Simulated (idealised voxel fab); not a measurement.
Name of the process module below: voxel local oxidation
For reference, the cross-section in this document is cut, with width 270 nm and square cells of 5 nm.
In this document a cross-section is written as a grid of square cells. It is given as a series of bands, listed from the top down, and a band is one or more rows of cells. Heads up on the band format: heights come first, top then bottom, in nm. After that it's the materials left to right, each with its width in nm. A single material flagged "everywhere" fills the whole band edge to edge, and "blank" means there's empty space there. We count height from 0. Below that, the starting wafer is all one material. The lowest band never ends at the bottom but goes on down; see "0..down" for how that is written. It should be noted that a width expressed as "30..40" varies in equal increments from row to row of cells within the band, taking the value of the first number at the top row and that of the second number at the bottom row. It should be understood that the words "nothing was modified", when stated for a given step, signify that the cross-section underwent no change in any of its cells during that step. So "Enclosed void entries" is basically the list of trapped voids: any empty space of 8 cells or more that can't reach the top through an opening. They're written width x height at distance, the distance being from the left edge, and it's all nm. Formally, on a step line, whatever follows the settings is a remark that the simulator itself makes on the step. A step's line can hold "overlay nm"; with a mask on that step, the setting says how far right of the planned place the mask lay, while a negative setting says it lay to the left.
[Below is the list of planned process steps]
step 1: RECEIVE [material Si]
step 2: CONFORMAL_DEP [material SiO2] [thk nm 5]
step 3: CONFORMAL_DEP [material SiN] [thk nm 15]
step 4: PATTERN [tone cover] [mask id ACTIVE] [material resist] [width nm 90] [thk nm 20] [overlay nm 0]
step 5: DIRECTIONAL_ETCH [etch materials SiN] [depth nm 15]
step 6: STRIP [etch materials resist]
step 7: SELECTIVE_ETCH [etch materials SiO2] [depth nm 5]
step 8: OXIDIZE [depth nm 10]
step 9: STRIP [etch materials SiN]
Wafer-to-wafer difference: width nm, step 4. Common start. Plan = first wafer's value.
[The first of several wafers in cross-section, exactly as it reached us after step 1]
> 0..down: Si everywhere
> Enclosed void entries: none
[Below: a row per wafer. Contents at end of module: for every material, cells gained since receipt (+) or lost since receipt (-); then closed voids]
width nm 90 | -84 Si | +100 SiO2 | Enclosed void entries: none
width nm 95 | -82 Si | +99 SiO2 | Enclosed void entries: none
width nm 100 | -80 Si | +98 SiO2 | Enclosed void entries: none
width nm 105 | -78 Si | +97 SiO2 | Enclosed void entries: none
width nm 110 | -76 Si | +96 SiO2 | Enclosed void entries: none
width nm 115 | -74 Si | +95 SiO2 | Enclosed void entries: none
